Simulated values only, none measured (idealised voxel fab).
Process module name: voxel spacer lines
Shown is cross-section cut, with a width of 220 nm and square cells of size 5 nm.
Format of a cross-section: grid, square cells. Given as bands. Order: top down. Band: one or more rows of cells. For a band, the entry starts with two heights in nm, that of the top and then that of the bottom, and carries on with the band's materials in order from left to right, each alongside its width in nm; the word "everywhere" beside a single material means it fills the band edge to edge, and "empty" means empty space. Height is counted from the level 0, under which the received wafer is composed throughout of one material. The lowest of the bands is not closed at the bottom but continues downward, in the notation "z 0 and below". Per-row width for "30 to 40": begins at first number (top row of band), ends at second number (bottom row), increment between rows held constant. "remained the same" after a step means that no cell of the cross-section changed. "Entrapped voids" - sealed voids, min. 8 cells, no opening to top; format: width x height at distance (distance from left edge; nm throughout). Anything after a step's settings on that line? It's the simulator's own note about the step. The setting "overlay nm" may be written on the line of a step. When the step uses a mask, the value reports how far to the right of the planned place the mask lay, and a negative value reports that it lay to the left.
plan
1,RECEIVE | material Si
2,CONFORMAL_DEP | material Al2O3 | thk nm 10
3,DIRECTIONAL_DEP | material TiN | thk nm 15
4,DIRECTIONAL_DEP | material aC | thk nm 30
5,PATTERN | tone cover | mask id MANDREL | material resist | width nm 25 | pitch nm 80 | thk nm 40 | overlay nm 0
6,DIRECTIONAL_ETCH | etch materials aC | depth nm 30
7,STRIP | etch materials resist
8,CONFORMAL_DEP | material SiN | thk nm 15
9,DIRECTIONAL_ETCH | etch materials SiN | depth nm 15
10,STRIP | etch materials aC
11,DIRECTIONAL_ETCH | etch materials TiN | depth nm 15
12,STRIP | etch materials SiN
13,FILL_DEP | material SiO2 | thk nm 10
14,CMP | height nm 25
Wafer, first of two, run as planned
Delivered wafer in cross-section: state after step 1
    z 0 and below  Si everywhere
    Entrapped voids: none
Wafer section view after processing step 2
    z 10 to 0  Al2O3 everywhere
    Rest of section, below 0: as before.
Wafer section view after processing step 3
    z 25 to 10  TiN everywhere
    Rest of section, below 10: as before.
Wafer section view after processing step 4
    z 55 to 25  aC everywhere
    Rest of section, below 25: as before.
Wafer section view after processing step 5
    z 95 to 55  empty (15) | resist (25) | empty (55) | resist (25) | empty (55) | resist (25) | empty (20)
    Rest of section, below 55: as before.
Wafer section view after processing step 6
    z 65 to 55  empty (15) | resist (25) | empty (55) | resist (25) | empty (55) | resist (25) | empty (20)
    z 55 to 25  empty (15) | aC (25) | empty (55) | aC (25) | empty (55) | aC (25) | empty (20)
    Rest of section, below 25: as before.
Wafer section view after processing step 7
    z 55 to 25  empty (15) | aC (25) | empty (55) | aC (25) | empty (55) | aC (25) | empty (20)
    Rest of section, below 25: as before.
Wafer section view after processing step 8
    z 70 to 55  SiN (55) | empty (25) | SiN (55) | empty (25) | SiN (55) | empty (5)
    z 55 to 40  SiN (15) | aC (25) | SiN (15) | empty (25) | SiN (15) | aC (25) | SiN (15) | empty (25) | SiN (15) | aC (25) | SiN (15) | empty (5)
    z 40 to 25  SiN (15) | aC (25) | SiN (55) | aC (25) | SiN (55) | aC (25) | SiN (20)
    Rest of section, below 25: as before.
Wafer section view after processing step 9
    z 55 to 25  SiN (15) | aC (25) | SiN (15) | empty (25) | SiN (15) | aC (25) | SiN (15) | empty (25) | SiN (15) | aC (25) | SiN (15) | empty (5)
    Rest of section, below 25: as before.
Wafer section view after processing step 10
    z 55 to 25  SiN (15) | empty (25) | SiN (15) | empty (25) | SiN (15) | empty (25) | SiN (15) | empty (25) | SiN (15) | empty (25) | SiN (15) | empty (5)
    Rest of section, below 25: as before.
Wafer section view after processing step 11
    z 55 to 25  SiN (15) | empty (25) | SiN (15) | empty (25) | SiN (15) | empty (25) | SiN (15) | empty (25) | SiN (15) | empty (25) | SiN (15) | empty (5)
    z 25 to 10  TiN (15) | empty (25) | TiN (15) | empty (25) | TiN (15) | empty (25) | TiN (15) | empty (25) | TiN (15) | empty (25) | TiN (15) | empty (5)
    Rest of section, below 10: as before.
Wafer section view after processing step 12
    z 25 to 10  TiN (15) | empty (25) | TiN (15) | empty (25) | TiN (15) | empty (25) | TiN (15) | empty (25) | TiN (15) | empty (25) | TiN (15) | empty (5)
    Rest of section, below 10: as before.
Wafer section view after processing step 13
    z 35 to 25  SiO2 everywhere
    z 25 to 10  TiN (15) | SiO2 (25) | TiN (15) | SiO2 (25) | TiN (15) | SiO2 (25) | TiN (15) | SiO2 (25) | TiN (15) | SiO2 (25) | TiN (15) | SiO2 (5)
    Rest of section, below 10: as before.
Wafer section view after processing step 14
    z 25 to 10  TiN (15) | SiO2 (25) | TiN (15) | SiO2 (25) | TiN (15) | SiO2 (25) | TiN (15) | SiO2 (25) | TiN (15) | SiO2 (25) | TiN (15) | SiO2 (5)
    Rest of section, below 10: as before.
The second wafer was prepared from the same starting point and under the same plan as the first; its processing contained one mistake, and it remains indistinguishable from the first wafer up to and including step 2
Cross-section of the second wafer at the time by which step 3 should have been completed according to the plan
    z 25 to 10  SiO2 everywhere
    Rest of section, below 10: as before.
Cross-section of the second wafer at the time by which step 4 should have been completed according to the plan
    z 55 to 25  aC everywhere
    Rest of section, below 25: as before.
Cross-section of the second wafer at the time by which step 5 should have been completed according to the plan
    z 95 to 55  empty (15) | resist (25) | empty (55) | resist (25) | empty (55) | resist (25) | empty (20)
    Rest of section, below 55: as before.
Cross-section of the second wafer at the time by which step 6 should have been completed according to the plan
    z 65 to 55  empty (15) | resist (25) | empty (55) | resist (25) | empty (55) | resist (25) | empty (20)
    z 55 to 25  empty (15) | aC (25) | empty (55) | aC (25) | empty (55) | aC (25) | empty (20)
    Rest of section, below 25: as before.
Cross-section of the second wafer at the time by which step 7 should have been completed according to the plan
    z 55 to 25  empty (15) | aC (25) | empty (55) | aC (25) | empty (55) | aC (25) | empty (20)
    Rest of section, below 25: as before.
Cross-section of the second wafer at the time by which step 8 should have been completed according to the plan
    z 70 to 55  SiN (55) | empty (25) | SiN (55) | empty (25) | SiN (55) | empty (5)
    z 55 to 40  SiN (15) | aC (25) | SiN (15) | empty (25) | SiN (15) | aC (25) | SiN (15) | empty (25) | SiN (15) | aC (25) | SiN (15) | empty (5)
    z 40 to 25  SiN (15) | aC (25) | SiN (55) | aC (25) | SiN (55) | aC (25) | SiN (20)
    Rest of section, below 25: as before.
Cross-section of the second wafer at the time by which step 9 should have been completed according to the plan
    z 55 to 25  SiN (15) | aC (25) | SiN (15) | empty (25) | SiN (15) | aC (25) | SiN (15) | empty (25) | SiN (15) | aC (25) | SiN (15) | empty (5)
    Rest of section, below 25: as before.
Cross-section of the second wafer at the time by which step 10 should have been completed according to the plan
    z 55 to 25  SiN (15) | empty (25) | SiN (15) | empty (25) | SiN (15) | empty (25) | SiN (15) | empty (25) | SiN (15) | empty (25) | SiN (15) | empty (5)
    Rest of section, below 25: as before.
Cross-section of the second wafer at the time by which step 11 should have been completed according to the plan: remained the same
Cross-section of the second wafer at the time by which step 12 should have been completed according to the plan
    z 25 to 10  SiO2 everywhere
    Rest of section, below 10: as before.
Cross-section of the second wafer at the time by which step 13 should have been completed according to the plan
    z 35 to 10  SiO2 everywhere
    Rest of section, below 10: as before.
Cross-section of the second wafer at the time by which step 14 should have been completed according to the plan
    z 25 to 10  SiO2 everywhere
    Rest of section, below 10: as before.
Deviation from plan: heads up, step 3 didn't go per plan, it actually ran as DIRECTIONAL_DEP | material SiO2 | thk nm 15
It is noted that, at the conclusion of processing, the second wafer exhibits a higher or lower cell count for certain materials relative to the first: +54 SiO2, -54 TiN
